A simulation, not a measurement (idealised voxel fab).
A process module follows: voxel self aligned vias.
The width of the displayed cross-section, cut, is 285 nm; its cells are square, with a size of 5 nm.
Cross-sections here: square-cell grids, written as top-down lists of bands, a band being one or more rows of cells. In this notation a band is specified by the heights of its top and bottom, in that order and in nm, after which its materials appear from left to right, each paired with its width in nm. The word "throughout" attached to a single material means that material fills the band from edge to edge; the word "air" stands for empty space. Ref level 0: as-received wafer is one material below here. Bottom band extends down with no lower bound ("from 0 down"). The expression "30..40" gives the width at the extremes of the band, the first number at its top row of cells and the second at its bottom row, with the width changing by equal amounts from each row to the next in between. A step reported as "nothing altered" is a step in which no cell of the cross-section changed. The label "Enclosed internal cavities" introduces a list of the empty spaces, 8 cells or larger, that have no open way up to the top; each entry in it reads width x height at distance, where the distance is taken from the left edge and all three are stated in nm. Post-settings text on a step line: simulator's own remark regarding the step. The setting "overlay nm" may be written on the line of a step. When the step uses a mask, the value reports how far to the right of the planned place the mask lay, and a negative value reports that it lay to the left.
Planned process steps
1 RECEIVE | material Si
2 CONFORMAL_DEP | material SiO2 | thk nm 10
3 CONFORMAL_DEP | material SiCN | thk nm 5
4 DIRECTIONAL_DEP | material SiO2 | thk nm 30
5 MASKED_ETCH | tone open | mask id LINES | width nm 25 | pitch nm 60 | etch materials SiO2 | depth nm 30 | overlay nm 0
6 CONFORMAL_DEP | material TiN | thk nm 5
7 FILL_DEP | material Ru | thk nm 5
8 CMP | height nm 45
9 SELECTIVE_ETCH | etch materials W Ru TiN | depth nm 10
10 FILL_DEP | material SiN | thk nm 5
11 CMP | height nm 45
12 DIRECTIONAL_DEP | material SiO2 | thk nm 20
13 DIRECTIONAL_DEP | material aC | thk nm 10
14 PATTERN | tone open | mask id VIAS | material resist | width nm 45 | pitch nm 60 | thk nm 30 | overlay nm 0
15 DIRECTIONAL_ETCH | etch materials aC | depth nm 10
16 STRIP | etch materials resist
17 DIRECTIONAL_ETCH | etch materials SiO2 | depth nm 20
18 DIRECTIONAL_ETCH | etch materials SiN | depth nm 10
19 STRIP | etch materials aC
20 CONFORMAL_DEP | material TiN | thk nm 5
21 FILL_DEP | material Ru | thk nm 10
22 CMP | height nm 65
23 CONFORMAL_DEP | material SiCN | thk nm 5
First of two wafers: run as planned
Cross-section of the wafer as it came to us, i.e., already through step 1
	from 0 down = Si throughout
	Enclosed internal cavities: none
Step 2 done - wafer cross-section
	from 10 to 0 = SiO2 throughout
	Whatever lies below 0 is exactly as it was before.
Step 3 done - wafer cross-section
	from 15 to 10 = SiCN throughout
	Whatever lies below 10 is exactly as it was before.
Step 4 done - wafer cross-section
	from 45 to 15 = SiO2 throughout
	Whatever lies below 15 is exactly as it was before.
Step 5 done - wafer cross-section
	from 45 to 15 = SiO2: 100; air: 25; SiO2: 35; air: 25; SiO2: 100
	Whatever lies below 15 is exactly as it was before.
Step 6 done - wafer cross-section
	from 50 to 45 = TiN: 105; air: 15; TiN: 45; air: 15; TiN: 105
	from 45 to 20 = SiO2: 100; TiN: 5; air: 15; TiN: 5; SiO2: 35; TiN: 5; air: 15; TiN: 5; SiO2: 100
	from 20 to 15 = SiO2: 100; TiN: 25; SiO2: 35; TiN: 25; SiO2: 100
	Whatever lies below 15 is exactly as it was before.
Step 7 done - wafer cross-section
	from 55 to 50 = Ru throughout
	from 50 to 45 = TiN: 105; Ru: 15; TiN: 45; Ru: 15; TiN: 105
	from 45 to 20 = SiO2: 100; TiN: 5; Ru: 15; TiN: 5; SiO2: 35; TiN: 5; Ru: 15; TiN: 5; SiO2: 100
	Whatever lies below 20 is exactly as it was before.
Step 8 done - wafer cross-section
	from 45 to 20 = SiO2: 100; TiN: 5; Ru: 15; TiN: 5; SiO2: 35; TiN: 5; Ru: 15; TiN: 5; SiO2: 100
	Whatever lies below 20 is exactly as it was before.
Step 9 done - wafer cross-section
	from 45 to 35 = SiO2: 100; air: 25; SiO2: 35; air: 25; SiO2: 100
	Whatever lies below 35 is exactly as it was before.
Step 10 done - wafer cross-section
	from 50 to 45 = SiN throughout
	from 45 to 35 = SiO2: 100; SiN: 25; SiO2: 35; SiN: 25; SiO2: 100
	Whatever lies below 35 is exactly as it was before.
Step 11 done - wafer cross-section
	from 45 to 35 = SiO2: 100; SiN: 25; SiO2: 35; SiN: 25; SiO2: 100
	Whatever lies below 35 is exactly as it was before.
Step 12 done - wafer cross-section
	from 65 to 45 = SiO2 throughout
	Whatever lies below 45 is exactly as it was before.
Step 13 done - wafer cross-section
	from 75 to 65 = aC throughout
	Whatever lies below 65 is exactly as it was before.
Step 14 done - wafer cross-section
	from 105 to 75 = resist: 90; air: 45; resist: 15; air: 45; resist: 90
	Whatever lies below 75 is exactly as it was before.
Step 15 done - wafer cross-section
	from 95 to 75 = resist: 90; air: 45; resist: 15; air: 45; resist: 90
	from 75 to 65 = aC: 90; air: 45; aC: 15; air: 45; aC: 90
	Whatever lies below 65 is exactly as it was before.
Step 16 done - wafer cross-section
	from 75 to 65 = aC: 90; air: 45; aC: 15; air: 45; aC: 90
	Whatever lies below 65 is exactly as it was before.
Step 17 done - wafer cross-section
	from 75 to 65 = aC: 90; air: 45; aC: 15; air: 45; aC: 90
	from 65 to 45 = SiO2: 90; air: 45; SiO2: 15; air: 45; SiO2: 90
	Whatever lies below 45 is exactly as it was before.
Step 18 done - wafer cross-section
	from 75 to 65 = aC: 90; air: 45; aC: 15; air: 45; aC: 90
	from 65 to 45 = SiO2: 90; air: 45; SiO2: 15; air: 45; SiO2: 90
	from 45 to 35 = SiO2: 100; air: 25; SiO2: 35; air: 25; SiO2: 100
	Whatever lies below 35 is exactly as it was before.
Step 19 done - wafer cross-section
	from 65 to 45 = SiO2: 90; air: 45; SiO2: 15; air: 45; SiO2: 90
	Whatever lies below 45 is exactly as it was before.
Step 20 done - wafer cross-section
	from 70 to 65 = TiN: 95; air: 35; TiN: 25; air: 35; TiN: 95
	from 65 to 50 = SiO2: 90; TiN: 5; air: 35; TiN: 5; SiO2: 15; TiN: 5; air: 35; TiN: 5; SiO2: 90
	from 50 to 40 = SiO2: 90..100; TiN: 15..5; air: 15; TiN: 15..5; SiO2: 15..35; TiN: 15..5; air: 15; TiN: 15..5; SiO2: 90..100
	from 40 to 35 = SiO2: 100; TiN: 25; SiO2: 35; TiN: 25; SiO2: 100
	Whatever lies below 35 is exactly as it was before.
Step 21 done - wafer cross-section
	from 80 to 70 = Ru throughout
	from 70 to 65 = TiN: 95; Ru: 35; TiN: 25; Ru: 35; TiN: 95
	from 65 to 50 = SiO2: 90; TiN: 5; Ru: 35; TiN: 5; SiO2: 15; TiN: 5; Ru: 35; TiN: 5; SiO2: 90
	from 50 to 40 = SiO2: 90..100; TiN: 15..5; Ru: 15; TiN: 15..5; SiO2: 15..35; TiN: 15..5; Ru: 15; TiN: 15..5; SiO2: 90..100
	Whatever lies below 40 is exactly as it was before.
Step 22 done - wafer cross-section
	from 65 to 50 = SiO2: 90; TiN: 5; Ru: 35; TiN: 5; SiO2: 15; TiN: 5; Ru: 35; TiN: 5; SiO2: 90
	Whatever lies below 50 is exactly as it was before.
Step 23 done - wafer cross-section
	from 70 to 65 = SiCN throughout
	Whatever lies below 65 is exactly as it was before.
Wafer two: like wafer one in start and plan, but with one mistake in execution; identical up to and including step 2
Cross-section of the second wafer when, according to plan, step 3 should have finished: nothing altered
Cross-section of the second wafer when, according to plan, step 4 should have finished
	from 40 to 0 = SiO2 throughout
	Whatever lies below 0 is exactly as it was before.
Cross-section of the second wafer when, according to plan, step 5 should have finished
	from 40 to 10 = SiO2: 100; air: 25; SiO2: 35; air: 25; SiO2: 100
	Whatever lies below 10 is exactly as it was before.
Cross-section of the second wafer when, according to plan, step 6 should have finished
	from 45 to 40 = TiN: 105; air: 15; TiN: 45; air: 15; TiN: 105
	from 40 to 15 = SiO2: 100; TiN: 5; air: 15; TiN: 5; SiO2: 35; TiN: 5; air: 15; TiN: 5; SiO2: 100
	from 15 to 10 = SiO2: 100; TiN: 25; SiO2: 35; TiN: 25; SiO2: 100
	Whatever lies below 10 is exactly as it was before.
Cross-section of the second wafer when, according to plan, step 7 should have finished
	from 50 to 45 = Ru throughout
	from 45 to 40 = TiN: 105; Ru: 15; TiN: 45; Ru: 15; TiN: 105
	from 40 to 15 = SiO2: 100; TiN: 5; Ru: 15; TiN: 5; SiO2: 35; TiN: 5; Ru: 15; TiN: 5; SiO2: 100
	Whatever lies below 15 is exactly as it was before.
Cross-section of the second wafer when, according to plan, step 8 should have finished
	from 45 to 40 = TiN: 105; Ru: 15; TiN: 45; Ru: 15; TiN: 105
	Whatever lies below 40 is exactly as it was before.
Cross-section of the second wafer when, according to plan, step 9 should have finished
	from 40 to 35 = SiO2: 100; air: 25; SiO2: 35; air: 25; SiO2: 100
	Whatever lies below 35 is exactly as it was before.
Cross-section of the second wafer when, according to plan, step 10 should have finished
	from 45 to 40 = SiN throughout
	from 40 to 35 = SiO2: 100; SiN: 25; SiO2: 35; SiN: 25; SiO2: 100
	Whatever lies below 35 is exactly as it was before.
Cross-section of the second wafer when, according to plan, step 11 should have finished: nothing altered
Cross-section of the second wafer when, according to plan, step 12 should have finished
	from 65 to 45 = SiO2 throughout
	Whatever lies below 45 is exactly as it was before.
Cross-section of the second wafer when, according to plan, step 13 should have finished
	from 75 to 65 = aC throughout
	Whatever lies below 65 is exactly as it was before.
Cross-section of the second wafer when, according to plan, step 14 should have finished
	from 105 to 75 = resist: 90; air: 45; resist: 15; air: 45; resist: 90
	Whatever lies below 75 is exactly as it was before.
Cross-section of the second wafer when, according to plan, step 15 should have finished
	from 95 to 75 = resist: 90; air: 45; resist: 15; air: 45; resist: 90
	from 75 to 65 = aC: 90; air: 45; aC: 15; air: 45; aC: 90
	Whatever lies below 65 is exactly as it was before.
Cross-section of the second wafer when, according to plan, step 16 should have finished
	from 75 to 65 = aC: 90; air: 45; aC: 15; air: 45; aC: 90
	Whatever lies below 65 is exactly as it was before.
Cross-section of the second wafer when, according to plan, step 17 should have finished
	from 75 to 65 = aC: 90; air: 45; aC: 15; air: 45; aC: 90
	from 65 to 45 = SiO2: 90; air: 45; SiO2: 15; air: 45; SiO2: 90
	Whatever lies below 45 is exactly as it was before.
Cross-section of the second wafer when, according to plan, step 18 should have finished
	from 75 to 65 = aC: 90; air: 45; aC: 15; air: 45; aC: 90
	from 65 to 45 = SiO2: 90; air: 45; SiO2: 15; air: 45; SiO2: 90
	from 45 to 40 = SiN: 90; air: 45; SiN: 15; air: 45; SiN: 90
	from 40 to 35 = SiO2: 100; air: 25; SiO2: 35; air: 25; SiO2: 100
	Whatever lies below 35 is exactly as it was before.
Cross-section of the second wafer when, according to plan, step 19 should have finished
	from 65 to 45 = SiO2: 90; air: 45; SiO2: 15; air: 45; SiO2: 90
	Whatever lies below 45 is exactly as it was before.
Cross-section of the second wafer when, according to plan, step 20 should have finished
	from 70 to 65 = TiN: 95; air: 35; TiN: 25; air: 35; TiN: 95
	from 65 to 45 = SiO2: 90; TiN: 5; air: 35; TiN: 5; SiO2: 15; TiN: 5; air: 35; TiN: 5; SiO2: 90
	from 45 to 40 = SiN: 90; TiN: 15; air: 15; TiN: 15; SiN: 15; TiN: 15; air: 15; TiN: 15; SiN: 90
	from 40 to 35 = SiO2: 100; TiN: 25; SiO2: 35; TiN: 25; SiO2: 100
	Whatever lies below 35 is exactly as it was before.
Cross-section of the second wafer when, according to plan, step 21 should have finished
	from 80 to 70 = Ru throughout
	from 70 to 65 = TiN: 95; Ru: 35; TiN: 25; Ru: 35; TiN: 95
	from 65 to 45 = SiO2: 90; TiN: 5; Ru: 35; TiN: 5; SiO2: 15; TiN: 5; Ru: 35; TiN: 5; SiO2: 90
	from 45 to 40 = SiN: 90; TiN: 15; Ru: 15; TiN: 15; SiN: 15; TiN: 15; Ru: 15; TiN: 15; SiN: 90
	Whatever lies below 40 is exactly as it was before.
Cross-section of the second wafer when, according to plan, step 22 should have finished
	from 65 to 45 = SiO2: 90; TiN: 5; Ru: 35; TiN: 5; SiO2: 15; TiN: 5; Ru: 35; TiN: 5; SiO2: 90
	Whatever lies below 45 is exactly as it was before.
Cross-section of the second wafer when, according to plan, step 23 should have finished
	from 70 to 65 = SiCN throughout
	Whatever lies below 65 is exactly as it was before.
It is concluded that the wafer was processed incorrectly with respect to the plan, in that plan step 3 never ran because it was skipped
Wafer comparison, final, in cells, second relative to first, materials more or fewer: Ru +14, SiCN -57, SiN +39, TiN +4
